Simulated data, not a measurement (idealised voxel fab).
Process module name: voxel wiring stack
For reference, the cross-section in this document is cut, with width 205 nm and square cells of 5 nm.
Cross-section layout: square cells on a grid; listed as bands, top to bottom; a band spans one or more cell rows. What a band's entry tells you: where the top is and where the bottom is, as heights in nm, and after that what lies inside, material by material from left to right, each with its width in nm. Empty space is written as the word "empty", and a single material marked with the word "everywhere" occupies the band from edge to edge. We count height from 0. Below that, the starting wafer is all one material. The lowest band never ends at the bottom but goes on down; see "0 nm and below" for how that is written. Graded width ("30..40"): value in top row of band = first number; value in bottom row = second number; row-to-row change constant. It should be understood that the words "all unchanged", when stated for a given step, signify that the cross-section underwent no change in any of its cells during that step. "Entrapped void list" means: voids of 8 cells or more that are shut off from the top with no open way through. Written width x height at distance, distance from the left edge, in nm. If you see something after the settings on a step's line, that's the simulator's own remark about that step. overlay nm: on a step with a mask, how far right of its planned place the mask lay; negative means left.

## The process steps that were planned are listed below
step 1: RECEIVE,material Si
step 2: CONFORMAL_DEP,material SiO2,thk nm 10
step 3: CONFORMAL_DEP,material SiCN,thk nm 5
step 4: DIRECTIONAL_DEP,material lowk,thk nm 25
step 5: DIRECTIONAL_DEP,material aC,thk nm 15
step 6: PATTERN,tone open,mask id METAL_1,material resist,width nm 20,pitch nm 45,thk nm 35,overlay nm 0
step 7: DIRECTIONAL_ETCH,etch materials aC,depth nm 15
step 8: STRIP,etch materials resist
step 9: DIRECTIONAL_ETCH,etch materials lowk,depth nm 25
step 10: DIRECTIONAL_ETCH,etch materials SiCN,depth nm 5
step 11: STRIP,etch materials aC
step 12: CONFORMAL_DEP,material TiN,thk nm 5
step 13: FILL_DEP,material Ru,thk nm 5
step 14: CMP,height nm 40
step 15: CONFORMAL_DEP,material SiCN,thk nm 5
step 16: DIRECTIONAL_DEP,material lowk,thk nm 15
step 17: DIRECTIONAL_DEP,material aC,thk nm 10
step 18: PATTERN,tone open,mask id PLUG_1,material resist,width nm 15,thk nm 25,overlay nm 0
step 19: DIRECTIONAL_ETCH,etch materials aC,depth nm 10
step 20: STRIP,etch materials resist
step 21: DIRECTIONAL_ETCH,etch materials lowk,depth nm 15
step 22: DIRECTIONAL_ETCH,etch materials SiCN,depth nm 5
step 23: STRIP,etch materials aC
step 24: CONFORMAL_DEP,material TiN,thk nm 5
step 25: FILL_DEP,material Ru,thk nm 10
step 26: CMP,height nm 60
step 27: DIRECTIONAL_DEP,material TiN,thk nm 5
step 28: DIRECTIONAL_DEP,material Ru,thk nm 20
step 29: DIRECTIONAL_DEP,material aC,thk nm 10
step 30: PATTERN,tone cover,mask id METAL_2,material resist,width nm 20,pitch nm 45,thk nm 25,overlay nm 0
step 31: DIRECTIONAL_ETCH,etch materials aC,depth nm 10
step 32: STRIP,etch materials resist
step 33: DIRECTIONAL_ETCH,etch materials Ru,depth nm 20
step 34: DIRECTIONAL_ETCH,etch materials TiN,depth nm 5
step 35: STRIP,etch materials aC
step 36: CONFORMAL_DEP,material SiCN,thk nm 5
step 37: FILL_DEP,material lowk,thk nm 5
step 38: CMP,height nm 85
step 39: CONFORMAL_DEP,material SiCN,thk nm 5
step 40: DIRECTIONAL_DEP,material lowk,thk nm 10
step 41: PATTERN,tone open,mask id PLUG_2,material resist,width nm 15,pitch nm 45,thk nm 15,overlay nm 0
step 42: DIRECTIONAL_ETCH,etch materials lowk,depth nm 10
step 43: DIRECTIONAL_ETCH,etch materials SiCN,depth nm 5
step 44: STRIP,etch materials resist
step 45: CONFORMAL_DEP,material TiN,thk nm 5
step 46: FILL_DEP,material Cu,thk nm 5
step 47: CMP,height nm 100
step 48: DIRECTIONAL_DEP,material TiN,thk nm 5
step 49: DIRECTIONAL_DEP,material Ru,thk nm 15
step 50: DIRECTIONAL_DEP,material aC,thk nm 15
step 51: PATTERN,tone cover,mask id METAL_3,material resist,width nm 20,pitch nm 45,thk nm 30,overlay nm 0
step 52: DIRECTIONAL_ETCH,etch materials aC,depth nm 15
step 53: STRIP,etch materials resist
step 54: DIRECTIONAL_ETCH,etch materials Ru,depth nm 15
step 55: DIRECTIONAL_ETCH,etch materials TiN,depth nm 5
step 56: STRIP,etch materials aC
step 57: FILL_DEP,material lowk,thk nm 5
step 58: CMP,height nm 120
step 59: CONFORMAL_DEP,material SiN,thk nm 5

## First wafer, two in total, run as planned

## As-received wafer cross-section (after step 1)
* 0 nm and below = Si everywhere
* Entrapped void list: none

## After step 2: wafer cross-section
* 10 nm to 0 nm = SiO2 everywhere
* Beneath the level 0, the cross-section is identical to its previous state.

## After step 3: wafer cross-section
* 15 nm to 10 nm = SiCN everywhere
* Beneath the level 10, the cross-section is identical to its previous state.

## After step 4: wafer cross-section
* 40 nm to 15 nm = lowk everywhere
* Beneath the level 15, the cross-section is identical to its previous state.

## After step 5: wafer cross-section
* 55 nm to 40 nm = aC everywhere
* Beneath the level 40, the cross-section is identical to its previous state.

## After step 6: wafer cross-section
* 90 nm to 55 nm = 70 resist / 20 empty / 25 resist / 20 empty / 70 resist
* Beneath the level 55, the cross-section is identical to its previous state.

## After step 7: wafer cross-section
* 75 nm to 55 nm = 70 resist / 20 empty / 25 resist / 20 empty / 70 resist
* 55 nm to 40 nm = 70 aC / 20 empty / 25 aC / 20 empty / 70 aC
* Beneath the level 40, the cross-section is identical to its previous state.

## After step 8: wafer cross-section
* 55 nm to 40 nm = 70 aC / 20 empty / 25 aC / 20 empty / 70 aC
* Beneath the level 40, the cross-section is identical to its previous state.

## After step 9: wafer cross-section
* 55 nm to 40 nm = 70 aC / 20 empty / 25 aC / 20 empty / 70 aC
* 40 nm to 15 nm = 70 lowk / 20 empty / 25 lowk / 20 empty / 70 lowk
* Beneath the level 15, the cross-section is identical to its previous state.

## After step 10: wafer cross-section
* 55 nm to 40 nm = 70 aC / 20 empty / 25 aC / 20 empty / 70 aC
* 40 nm to 15 nm = 70 lowk / 20 empty / 25 lowk / 20 empty / 70 lowk
* 15 nm to 10 nm = 70 SiCN / 20 empty / 25 SiCN / 20 empty / 70 SiCN
* Beneath the level 10, the cross-section is identical to its previous state.

## After step 11: wafer cross-section
* 40 nm to 15 nm = 70 lowk / 20 empty / 25 lowk / 20 empty / 70 lowk
* Beneath the level 15, the cross-section is identical to its previous state.

## After step 12: wafer cross-section
* 45 nm to 40 nm = 75 TiN / 10 empty / 35 TiN / 10 empty / 75 TiN
* 40 nm to 15 nm = 70 lowk / 5 TiN / 10 empty / 5 TiN / 25 lowk / 5 TiN / 10 empty / 5 TiN / 70 lowk
* 15 nm to 10 nm = 70 SiCN / 20 TiN / 25 SiCN / 20 TiN / 70 SiCN
* Beneath the level 10, the cross-section is identical to its previous state.

## After step 13: wafer cross-section
* 50 nm to 45 nm = Ru everywhere
* 45 nm to 40 nm = 75 TiN / 10 Ru / 35 TiN / 10 Ru / 75 TiN
* 40 nm to 15 nm = 70 lowk / 5 TiN / 10 Ru / 5 TiN / 25 lowk / 5 TiN / 10 Ru / 5 TiN / 70 lowk
* Beneath the level 15, the cross-section is identical to its previous state.

## After step 14: wafer cross-section
* 40 nm to 15 nm = 70 lowk / 5 TiN / 10 Ru / 5 TiN / 25 lowk / 5 TiN / 10 Ru / 5 TiN / 70 lowk
* Beneath the level 15, the cross-section is identical to its previous state.

## After step 15: wafer cross-section
* 45 nm to 40 nm = SiCN everywhere
* Beneath the level 40, the cross-section is identical to its previous state.

## After step 16: wafer cross-section
* 60 nm to 45 nm = lowk everywhere
* Beneath the level 45, the cross-section is identical to its previous state.

## After step 17: wafer cross-section
* 70 nm to 60 nm = aC everywhere
* Beneath the level 60, the cross-section is identical to its previous state.

## After step 18: wafer cross-section
* 95 nm to 70 nm = 70 resist / 15 empty / 120 resist
* Beneath the level 70, the cross-section is identical to its previous state.

## After step 19: wafer cross-section
* 85 nm to 70 nm = 70 resist / 15 empty / 120 resist
* 70 nm to 60 nm = 70 aC / 15 empty / 120 aC
* Beneath the level 60, the cross-section is identical to its previous state.

## After step 20: wafer cross-section
* 70 nm to 60 nm = 70 aC / 15 empty / 120 aC
* Beneath the level 60, the cross-section is identical to its previous state.

## After step 21: wafer cross-section
* 70 nm to 60 nm = 70 aC / 15 empty / 120 aC
* 60 nm to 45 nm = 70 lowk / 15 empty / 120 lowk
* Beneath the level 45, the cross-section is identical to its previous state.

## After step 22: wafer cross-section
* 70 nm to 60 nm = 70 aC / 15 empty / 120 aC
* 60 nm to 45 nm = 70 lowk / 15 empty / 120 lowk
* 45 nm to 40 nm = 70 SiCN / 15 empty / 120 SiCN
* Beneath the level 40, the cross-section is identical to its previous state.

## After step 23: wafer cross-section
* 60 nm to 45 nm = 70 lowk / 15 empty / 120 lowk
* Beneath the level 45, the cross-section is identical to its previous state.

## After step 24: wafer cross-section
* 65 nm to 60 nm = 75 TiN / 5 empty / 125 TiN
* 60 nm to 45 nm = 70 lowk / 5 TiN / 5 empty / 5 TiN / 120 lowk
* 45 nm to 40 nm = 70 SiCN / 15 TiN / 120 SiCN
* Beneath the level 40, the cross-section is identical to its previous state.

## After step 25: wafer cross-section
* 75 nm to 65 nm = Ru everywhere
* 65 nm to 60 nm = 75 TiN / 5 Ru / 125 TiN
* 60 nm to 45 nm = 70 lowk / 5 TiN / 5 Ru / 5 TiN / 120 lowk
* Beneath the level 45, the cross-section is identical to its previous state.

## After step 26: wafer cross-section
* 60 nm to 45 nm = 70 lowk / 5 TiN / 5 Ru / 5 TiN / 120 lowk
* Beneath the level 45, the cross-section is identical to its previous state.

## After step 27: wafer cross-section
* 65 nm to 60 nm = TiN everywhere
* Beneath the level 60, the cross-section is identical to its previous state.

## After step 28: wafer cross-section
* 85 nm to 65 nm = Ru everywhere
* Beneath the level 65, the cross-section is identical to its previous state.

## After step 29: wafer cross-section
* 95 nm to 85 nm = aC everywhere
* Beneath the level 85, the cross-section is identical to its previous state.

## After step 30: wafer cross-section
* 120 nm to 95 nm = 70 empty / 20 resist / 25 empty / 20 resist / 70 empty
* Beneath the level 95, the cross-section is identical to its previous state.

## After step 31: wafer cross-section
* 110 nm to 95 nm = 70 empty / 20 resist / 25 empty / 20 resist / 70 empty
* 95 nm to 85 nm = 70 empty / 20 aC / 25 empty / 20 aC / 70 empty
* Beneath the level 85, the cross-section is identical to its previous state.

## After step 32: wafer cross-section
* 95 nm to 85 nm = 70 empty / 20 aC / 25 empty / 20 aC / 70 empty
* Beneath the level 85, the cross-section is identical to its previous state.

## After step 33: wafer cross-section
* 95 nm to 85 nm = 70 empty / 20 aC / 25 empty / 20 aC / 70 empty
* 85 nm to 65 nm = 70 empty / 20 Ru / 25 empty / 20 Ru / 70 empty
* Beneath the level 65, the cross-section is identical to its previous state.

## After step 34: wafer cross-section
* 95 nm to 85 nm = 70 empty / 20 aC / 25 empty / 20 aC / 70 empty
* 85 nm to 65 nm = 70 empty / 20 Ru / 25 empty / 20 Ru / 70 empty
* 65 nm to 60 nm = 70 empty / 20 TiN / 25 empty / 20 TiN / 70 empty
* Beneath the level 60, the cross-section is identical to its previous state.

## After step 35: wafer cross-section
* 85 nm to 65 nm = 70 empty / 20 Ru / 25 empty / 20 Ru / 70 empty
* Beneath the level 65, the cross-section is identical to its previous state.

## After step 36: wafer cross-section
* 90 nm to 85 nm = 65 empty / 30 SiCN / 15 empty / 30 SiCN / 65 empty
* 85 nm to 65 nm = 65 empty / 5 SiCN / 20 Ru / 5 SiCN / 15 empty / 5 SiCN / 20 Ru / 5 SiCN / 65 empty
* 65 nm to 60 nm = 70 SiCN / 20 TiN / 25 SiCN / 20 TiN / 70 SiCN
* Beneath the level 60, the cross-section is identical to its previous state.

## After step 37: wafer cross-section
* 95 nm to 90 nm = lowk everywhere
* 90 nm to 85 nm = 65 lowk / 30 SiCN / 15 lowk / 30 SiCN / 65 lowk
* 85 nm to 65 nm = 65 lowk / 5 SiCN / 20 Ru / 5 SiCN / 15 lowk / 5 SiCN / 20 Ru / 5 SiCN / 65 lowk
* Beneath the level 65, the cross-section is identical to its previous state.

## After step 38: wafer cross-section
* 85 nm to 65 nm = 65 lowk / 5 SiCN / 20 Ru / 5 SiCN / 15 lowk / 5 SiCN / 20 Ru / 5 SiCN / 65 lowk
* Beneath the level 65, the cross-section is identical to its previous state.

## After step 39: wafer cross-section
* 90 nm to 85 nm = SiCN everywhere
* Beneath the level 85, the cross-section is identical to its previous state.

## After step 40: wafer cross-section
* 100 nm to 90 nm = lowk everywhere
* Beneath the level 90, the cross-section is identical to its previous state.

## After step 41: wafer cross-section
* 115 nm to 100 nm = 70 resist / 15 empty / 30 resist / 15 empty / 75 resist
* Beneath the level 100, the cross-section is identical to its previous state.

## After step 42: wafer cross-section
* 115 nm to 100 nm = 70 resist / 15 empty / 30 resist / 15 empty / 75 resist
* 100 nm to 90 nm = 70 lowk / 15 empty / 30 lowk / 15 empty / 75 lowk
* Beneath the level 90, the cross-section is identical to its previous state.

## After step 43: wafer cross-section
* 115 nm to 100 nm = 70 resist / 15 empty / 30 resist / 15 empty / 75 resist
* 100 nm to 90 nm = 70 lowk / 15 empty / 30 lowk / 15 empty / 75 lowk
* 90 nm to 85 nm = 70 SiCN / 15 empty / 30 SiCN / 15 empty / 75 SiCN
* Beneath the level 85, the cross-section is identical to its previous state.

## After step 44: wafer cross-section
* 100 nm to 90 nm = 70 lowk / 15 empty / 30 lowk / 15 empty / 75 lowk
* Beneath the level 90, the cross-section is identical to its previous state.

## After step 45: wafer cross-section
* 105 nm to 100 nm = 75 TiN / 5 empty / 40 TiN / 5 empty / 80 TiN
* 100 nm to 90 nm = 70 lowk / 5 TiN / 5 empty / 5 TiN / 30 lowk / 5 TiN / 5 empty / 5 TiN / 75 lowk
* 90 nm to 85 nm = 70 SiCN / 15 TiN / 30 SiCN / 15 TiN / 75 SiCN
* Beneath the level 85, the cross-section is identical to its previous state.

## After step 46: wafer cross-section
* 110 nm to 105 nm = Cu everywhere
* 105 nm to 100 nm = 75 TiN / 5 Cu / 40 TiN / 5 Cu / 80 TiN
* 100 nm to 90 nm = 70 lowk / 5 TiN / 5 Cu / 5 TiN / 30 lowk / 5 TiN / 5 Cu / 5 TiN / 75 lowk
* Beneath the level 90, the cross-section is identical to its previous state.

## After step 47: wafer cross-section
* 100 nm to 90 nm = 70 lowk / 5 TiN / 5 Cu / 5 TiN / 30 lowk / 5 TiN / 5 Cu / 5 TiN / 75 lowk
* Beneath the level 90, the cross-section is identical to its previous state.

## After step 48: wafer cross-section
* 105 nm to 100 nm = TiN everywhere
* Beneath the level 100, the cross-section is identical to its previous state.

## After step 49: wafer cross-section
* 120 nm to 105 nm = Ru everywhere
* Beneath the level 105, the cross-section is identical to its previous state.

## After step 50: wafer cross-section
* 135 nm to 120 nm = aC everywhere
* Beneath the level 120, the cross-section is identical to its previous state.

## After step 51: wafer cross-section
* 165 nm to 135 nm = 70 empty / 20 resist / 25 empty / 20 resist / 70 empty
* Beneath the level 135, the cross-section is identical to its previous state.

## After step 52: wafer cross-section
* 150 nm to 135 nm = 70 empty / 20 resist / 25 empty / 20 resist / 70 empty
* 135 nm to 120 nm = 70 empty / 20 aC / 25 empty / 20 aC / 70 empty
* Beneath the level 120, the cross-section is identical to its previous state.

## After step 53: wafer cross-section
* 135 nm to 120 nm = 70 empty / 20 aC / 25 empty / 20 aC / 70 empty
* Beneath the level 120, the cross-section is identical to its previous state.

## After step 54: wafer cross-section
* 135 nm to 120 nm = 70 empty / 20 aC / 25 empty / 20 aC / 70 empty
* 120 nm to 105 nm = 70 empty / 20 Ru / 25 empty / 20 Ru / 70 empty
* Beneath the level 105, the cross-section is identical to its previous state.

## After step 55: wafer cross-section
* 135 nm to 120 nm = 70 empty / 20 aC / 25 empty / 20 aC / 70 empty
* 120 nm to 105 nm = 70 empty / 20 Ru / 25 empty / 20 Ru / 70 empty
* 105 nm to 100 nm = 70 empty / 20 TiN / 25 empty / 20 TiN / 70 empty
* Beneath the level 100, the cross-section is identical to its previous state.

## After step 56: wafer cross-section
* 120 nm to 105 nm = 70 empty / 20 Ru / 25 empty / 20 Ru / 70 empty
* Beneath the level 105, the cross-section is identical to its previous state.

## After step 57: wafer cross-section
* 125 nm to 120 nm = lowk everywhere
* 120 nm to 105 nm = 70 lowk / 20 Ru / 25 lowk / 20 Ru / 70 lowk
* 105 nm to 100 nm = 70 lowk / 20 TiN / 25 lowk / 20 TiN / 70 lowk
* Beneath the level 100, the cross-section is identical to its previous state.

## After step 58: wafer cross-section
* 120 nm to 105 nm = 70 lowk / 20 Ru / 25 lowk / 20 Ru / 70 lowk
* Beneath the level 105, the cross-section is identical to its previous state.

## After step 59: wafer cross-section
* 125 nm to 120 nm = SiN everywhere
* Beneath the level 120, the cross-section is identical to its previous state.

## Second wafer: same start and same plan as the first, one execution error; identical to the first through step 13

## Second wafer, section view, time point: scheduled end of step 14
* 45 nm to 40 nm = 75 TiN / 10 Ru / 35 TiN / 10 Ru / 75 TiN
* Beneath the level 40, the cross-section is identical to its previous state.

## Second wafer, section view, time point: scheduled end of step 15
* 50 nm to 45 nm = SiCN everywhere
* Beneath the level 45, the cross-section is identical to its previous state.

## Second wafer, section view, time point: scheduled end of step 16
* 65 nm to 50 nm = lowk everywhere
* Beneath the level 50, the cross-section is identical to its previous state.

## Second wafer, section view, time point: scheduled end of step 17
* 75 nm to 65 nm = aC everywhere
* Beneath the level 65, the cross-section is identical to its previous state.

## Second wafer, section view, time point: scheduled end of step 18
* 100 nm to 75 nm = 70 resist / 15 empty / 120 resist
* Beneath the level 75, the cross-section is identical to its previous state.

## Second wafer, section view, time point: scheduled end of step 19
* 90 nm to 75 nm = 70 resist / 15 empty / 120 resist
* 75 nm to 65 nm = 70 aC / 15 empty / 120 aC
* Beneath the level 65, the cross-section is identical to its previous state.

## Second wafer, section view, time point: scheduled end of step 20
* 75 nm to 65 nm = 70 aC / 15 empty / 120 aC
* Beneath the level 65, the cross-section is identical to its previous state.

## Second wafer, section view, time point: scheduled end of step 21
* 75 nm to 65 nm = 70 aC / 15 empty / 120 aC
* 65 nm to 50 nm = 70 lowk / 15 empty / 120 lowk
* Beneath the level 50, the cross-section is identical to its previous state.

## Second wafer, section view, time point: scheduled end of step 22
* 75 nm to 65 nm = 70 aC / 15 empty / 120 aC
* 65 nm to 50 nm = 70 lowk / 15 empty / 120 lowk
* 50 nm to 45 nm = 70 SiCN / 15 empty / 120 SiCN
* Beneath the level 45, the cross-section is identical to its previous state.

## Second wafer, section view, time point: scheduled end of step 23
* 65 nm to 50 nm = 70 lowk / 15 empty / 120 lowk
* Beneath the level 50, the cross-section is identical to its previous state.

## Second wafer, section view, time point: scheduled end of step 24
* 70 nm to 65 nm = 75 TiN / 5 empty / 125 TiN
* 65 nm to 50 nm = 70 lowk / 5 TiN / 5 empty / 5 TiN / 120 lowk
* 50 nm to 45 nm = 70 SiCN / 15 TiN / 120 SiCN
* Beneath the level 45, the cross-section is identical to its previous state.

## Second wafer, section view, time point: scheduled end of step 25
* 80 nm to 70 nm = Ru everywhere
* 70 nm to 65 nm = 75 TiN / 5 Ru / 125 TiN
* 65 nm to 50 nm = 70 lowk / 5 TiN / 5 Ru / 5 TiN / 120 lowk
* Beneath the level 50, the cross-section is identical to its previous state.

## Second wafer, section view, time point: scheduled end of step 26
* 60 nm to 50 nm = 70 lowk / 5 TiN / 5 Ru / 5 TiN / 120 lowk
* Beneath the level 50, the cross-section is identical to its previous state.

## Second wafer, section view, time point: scheduled end of step 27
* 65 nm to 60 nm = TiN everywhere
* Beneath the level 60, the cross-section is identical to its previous state.

## Second wafer, section view, time point: scheduled end of step 28
* 85 nm to 65 nm = Ru everywhere
* Beneath the level 65, the cross-section is identical to its previous state.

## Second wafer, section view, time point: scheduled end of step 29
* 95 nm to 85 nm = aC everywhere
* Beneath the level 85, the cross-section is identical to its previous state.

## Second wafer, section view, time point: scheduled end of step 30
* 120 nm to 95 nm = 70 empty / 20 resist / 25 empty / 20 resist / 70 empty
* Beneath the level 95, the cross-section is identical to its previous state.

## Second wafer, section view, time point: scheduled end of step 31
* 110 nm to 95 nm = 70 empty / 20 resist / 25 empty / 20 resist / 70 empty
* 95 nm to 85 nm = 70 empty / 20 aC / 25 empty / 20 aC / 70 empty
* Beneath the level 85, the cross-section is identical to its previous state.

## Second wafer, section view, time point: scheduled end of step 32
* 95 nm to 85 nm = 70 empty / 20 aC / 25 empty / 20 aC / 70 empty
* Beneath the level 85, the cross-section is identical to its previous state.

## Second wafer, section view, time point: scheduled end of step 33
* 95 nm to 85 nm = 70 empty / 20 aC / 25 empty / 20 aC / 70 empty
* 85 nm to 65 nm = 70 empty / 20 Ru / 25 empty / 20 Ru / 70 empty
* Beneath the level 65, the cross-section is identical to its previous state.

## Second wafer, section view, time point: scheduled end of step 34
* 95 nm to 85 nm = 70 empty / 20 aC / 25 empty / 20 aC / 70 empty
* 85 nm to 65 nm = 70 empty / 20 Ru / 25 empty / 20 Ru / 70 empty
* 65 nm to 60 nm = 70 empty / 20 TiN / 25 empty / 20 TiN / 70 empty
* Beneath the level 60, the cross-section is identical to its previous state.

## Second wafer, section view, time point: scheduled end of step 35
* 85 nm to 65 nm = 70 empty / 20 Ru / 25 empty / 20 Ru / 70 empty
* Beneath the level 65, the cross-section is identical to its previous state.

## Second wafer, section view, time point: scheduled end of step 36
* 90 nm to 85 nm = 65 empty / 30 SiCN / 15 empty / 30 SiCN / 65 empty
* 85 nm to 65 nm = 65 empty / 5 SiCN / 20 Ru / 5 SiCN / 15 empty / 5 SiCN / 20 Ru / 5 SiCN / 65 empty
* 65 nm to 60 nm = 70 SiCN / 20 TiN / 25 SiCN / 20 TiN / 70 SiCN
* Beneath the level 60, the cross-section is identical to its previous state.

## Second wafer, section view, time point: scheduled end of step 37
* 95 nm to 90 nm = lowk everywhere
* 90 nm to 85 nm = 65 lowk / 30 SiCN / 15 lowk / 30 SiCN / 65 lowk
* 85 nm to 65 nm = 65 lowk / 5 SiCN / 20 Ru / 5 SiCN / 15 lowk / 5 SiCN / 20 Ru / 5 SiCN / 65 lowk
* Beneath the level 65, the cross-section is identical to its previous state.

## Second wafer, section view, time point: scheduled end of step 38
* 85 nm to 65 nm = 65 lowk / 5 SiCN / 20 Ru / 5 SiCN / 15 lowk / 5 SiCN / 20 Ru / 5 SiCN / 65 lowk
* Beneath the level 65, the cross-section is identical to its previous state.

## Second wafer, section view, time point: scheduled end of step 39
* 90 nm to 85 nm = SiCN everywhere
* Beneath the level 85, the cross-section is identical to its previous state.

## Second wafer, section view, time point: scheduled end of step 40
* 100 nm to 90 nm = lowk everywhere
* Beneath the level 90, the cross-section is identical to its previous state.

## Second wafer, section view, time point: scheduled end of step 41
* 115 nm to 100 nm = 70 resist / 15 empty / 30 resist / 15 empty / 75 resist
* Beneath the level 100, the cross-section is identical to its previous state.

## Second wafer, section view, time point: scheduled end of step 42
* 115 nm to 100 nm = 70 resist / 15 empty / 30 resist / 15 empty / 75 resist
* 100 nm to 90 nm = 70 lowk / 15 empty / 30 lowk / 15 empty / 75 lowk
* Beneath the level 90, the cross-section is identical to its previous state.

## Second wafer, section view, time point: scheduled end of step 43
* 115 nm to 100 nm = 70 resist / 15 empty / 30 resist / 15 empty / 75 resist
* 100 nm to 90 nm = 70 lowk / 15 empty / 30 lowk / 15 empty / 75 lowk
* 90 nm to 85 nm = 70 SiCN / 15 empty / 30 SiCN / 15 empty / 75 SiCN
* Beneath the level 85, the cross-section is identical to its previous state.

## Second wafer, section view, time point: scheduled end of step 44
* 100 nm to 90 nm = 70 lowk / 15 empty / 30 lowk / 15 empty / 75 lowk
* Beneath the level 90, the cross-section is identical to its previous state.

## Second wafer, section view, time point: scheduled end of step 45
* 105 nm to 100 nm = 75 TiN / 5 empty / 40 TiN / 5 empty / 80 TiN
* 100 nm to 90 nm = 70 lowk / 5 TiN / 5 empty / 5 TiN / 30 lowk / 5 TiN / 5 empty / 5 TiN / 75 lowk
* 90 nm to 85 nm = 70 SiCN / 15 TiN / 30 SiCN / 15 TiN / 75 SiCN
* Beneath the level 85, the cross-section is identical to its previous state.

## Second wafer, section view, time point: scheduled end of step 46
* 110 nm to 105 nm = Cu everywhere
* 105 nm to 100 nm = 75 TiN / 5 Cu / 40 TiN / 5 Cu / 80 TiN
* 100 nm to 90 nm = 70 lowk / 5 TiN / 5 Cu / 5 TiN / 30 lowk / 5 TiN / 5 Cu / 5 TiN / 75 lowk
* Beneath the level 90, the cross-section is identical to its previous state.

## Second wafer, section view, time point: scheduled end of step 47
* 100 nm to 90 nm = 70 lowk / 5 TiN / 5 Cu / 5 TiN / 30 lowk / 5 TiN / 5 Cu / 5 TiN / 75 lowk
* Beneath the level 90, the cross-section is identical to its previous state.

## Second wafer, section view, time point: scheduled end of step 48
* 105 nm to 100 nm = TiN everywhere
* Beneath the level 100, the cross-section is identical to its previous state.

## Second wafer, section view, time point: scheduled end of step 49
* 120 nm to 105 nm = Ru everywhere
* Beneath the level 105, the cross-section is identical to its previous state.

## Second wafer, section view, time point: scheduled end of step 50
* 135 nm to 120 nm = aC everywhere
* Beneath the level 120, the cross-section is identical to its previous state.

## Second wafer, section view, time point: scheduled end of step 51
* 165 nm to 135 nm = 70 empty / 20 resist / 25 empty / 20 resist / 70 empty
* Beneath the level 135, the cross-section is identical to its previous state.

## Second wafer, section view, time point: scheduled end of step 52
* 150 nm to 135 nm = 70 empty / 20 resist / 25 empty / 20 resist / 70 empty
* 135 nm to 120 nm = 70 empty / 20 aC / 25 empty / 20 aC / 70 empty
* Beneath the level 120, the cross-section is identical to its previous state.

## Second wafer, section view, time point: scheduled end of step 53
* 135 nm to 120 nm = 70 empty / 20 aC / 25 empty / 20 aC / 70 empty
* Beneath the level 120, the cross-section is identical to its previous state.

## Second wafer, section view, time point: scheduled end of step 54
* 135 nm to 120 nm = 70 empty / 20 aC / 25 empty / 20 aC / 70 empty
* 120 nm to 105 nm = 70 empty / 20 Ru / 25 empty / 20 Ru / 70 empty
* Beneath the level 105, the cross-section is identical to its previous state.

## Second wafer, section view, time point: scheduled end of step 55
* 135 nm to 120 nm = 70 empty / 20 aC / 25 empty / 20 aC / 70 empty
* 120 nm to 105 nm = 70 empty / 20 Ru / 25 empty / 20 Ru / 70 empty
* 105 nm to 100 nm = 70 empty / 20 TiN / 25 empty / 20 TiN / 70 empty
* Beneath the level 100, the cross-section is identical to its previous state.

## Second wafer, section view, time point: scheduled end of step 56
* 120 nm to 105 nm = 70 empty / 20 Ru / 25 empty / 20 Ru / 70 empty
* Beneath the level 105, the cross-section is identical to its previous state.

## Second wafer, section view, time point: scheduled end of step 57
* 125 nm to 120 nm = lowk everywhere
* 120 nm to 105 nm = 70 lowk / 20 Ru / 25 lowk / 20 Ru / 70 lowk
* 105 nm to 100 nm = 70 lowk / 20 TiN / 25 lowk / 20 TiN / 70 lowk
* Beneath the level 100, the cross-section is identical to its previous state.

## Second wafer, section view, time point: scheduled end of step 58
* 120 nm to 105 nm = 70 lowk / 20 Ru / 25 lowk / 20 Ru / 70 lowk
* Beneath the level 105, the cross-section is identical to its previous state.

## Second wafer, section view, time point: scheduled end of step 59
* 125 nm to 120 nm = SiN everywhere
* Beneath the level 120, the cross-section is identical to its previous state.
Plan not followed: note that step 14 departed from the planned setting and was carried out as CMP,height nm 45
Counted in cells at the end, the second wafer holds more or fewer of these materials than the first: 3 more of Ru; 35 more of TiN; 38 fewer of lowk
